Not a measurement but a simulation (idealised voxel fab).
Process module under the name voxel local oxidation
In the cross-section labelled cut, the width is 190 nm and each square cell is 5 nm.
Format of a cross-section: grid, square cells. Given as bands. Order: top down. Band: one or more rows of cells. For a band, the entry starts with two heights in nm, that of the top and then that of the bottom, and carries on with the band's materials in order from left to right, each alongside its width in nm; the word "everywhere" beside a single material means it fills the band edge to edge, and "blank" means empty space. Height datum 0, below which the as-received substrate wafer is one material. Lowest band open at the bottom, running downward: "0..down". Width "30 to 40": first value at the band's top row of cells, second value at its bottom row, equal change from row to row. It should be understood that the words "everything unchanged", when stated for a given step, signify that the cross-section underwent no change in any of its cells during that step. "Cavities, closed" contains a list of empty spaces, each no smaller than 8 cells and without an open way to the top, written in the form width x height at distance with the distance from the left edge and all three in nm. Formally, on a step line, whatever follows the settings is a remark that the simulator itself makes on the step. A step's line can hold "overlay nm"; with a mask on that step, the setting says how far right of the planned place the mask lay, while a negative setting says it lay to the left.

# Process steps - plan
| 1 | RECEIVE [material Si] |
| 2 | CONFORMAL_DEP [material SiO2] [thk nm 5] |
| 3 | CONFORMAL_DEP [material SiN] [thk nm 15] |
| 4 | MASKED_ETCH [tone cover] [mask id ACTIVE] [width nm 105] [etch materials SiN] [depth nm 15] [overlay nm 0] |
| 5 | SELECTIVE_ETCH [etch materials SiO2] [depth nm 5] |
| 6 | OXIDIZE [depth nm 10] |
| 7 | STRIP [etch materials SiN] |

# The cross-section here shows the wafer as received, i.e. in its state after step 1
	0..down: Si everywhere
	Cavities, closed: none

# One mistake in running the module, otherwise start and plan as above: cross-section at the end
	15..10: blank (45); SiO2 (95); blank (50)
	10..0: SiO2 everywhere
	0..down: Si everywhere
	Cavities, closed: none
Deviation noted in wafer processing: step 2 deviated from plan and actually ran as CONFORMAL_DEP [material SiO2] [thk nm 15]
